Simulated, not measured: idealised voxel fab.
Process module under the name voxel released beams
The width of the displayed cross-section, cut, is 270 nm; its cells are square, with a size of 5 nm.
A cross-section is a grid of square cells, given in bands from the top down. A band is one or more rows of cells.
First you get the band's top height and its bottom height, in nm, and then the materials it's made of, left to right, with each width in nm. If you see a single material with "all across", that one covers the band edge to edge. "air" is empty space.
Ref level 0: as-received wafer is one material below here. Bottom band extends down with no lower bound ("0..down").
When a width is written as two numbers, as in "30 to 40", the first number is the width in the top row of cells of the band and the second is the width in its bottom row, and the width changes by the same amount from each row to the next.
Where the words "same as before" appear for a step, the cross-section shows no cell changed by that step; every cell remained as before.
If an empty space has no open way to the top and is at least 8 cells in size, "Enclosed void entries" lists it, written width x height at distance, where distance is measured from the left edge and every value is in nm.
Read whatever lies past the settings on a step's line as the simulator's own remark about the step.
A step line may carry the setting "overlay nm", which, for steps involving a mask, states the distance by which the mask lay to the right of its intended position; negative values denote displacement to the left.
Planned process steps
step 1: RECEIVE [material Si]
step 2: CONFORMAL_DEP [material Al2O3] [thk nm 10]
step 3: DIRECTIONAL_DEP [material SiO2] [thk nm 15]
step 4: PATTERN [tone open] [mask id ANCHOR] [material resist] [width nm 40] [thk nm 15] [overlay nm 0]
step 5: DIRECTIONAL_ETCH [etch materials SiO2] [depth nm 15]
step 6: STRIP [etch materials resist]
step 7: CONFORMAL_DEP [material polySi] [thk nm 15]
step 8: PATTERN [tone cover] [mask id BEAM] [material resist] [width nm 125] [thk nm 20] [overlay nm 0]
step 9: DIRECTIONAL_ETCH [etch materials polySi] [depth nm 15]
step 10: STRIP [etch materials resist]
step 11: STRIP [etch materials SiO2]
As-received state of the wafer in cross-section, equivalent to post-step 1
    0..down  Si all across
    Enclosed void entries: none
The following cross-section depicts the wafer upon conclusion of the module. Processing commenced from the starting condition illustrated above and adhered to the plan illustrated above, save for one mistake in execution
    55..40  air 70 nm  polySi 125 nm  air 75 nm
    40..25  polySi all across
    25..10  SiO2 75 nm  polySi 40 nm  SiO2 155 nm
    10..0  Al2O3 all across
    0..down  Si all across
    Enclosed void entries: none
Deviation from plan: step 7 in the plan was executed twice
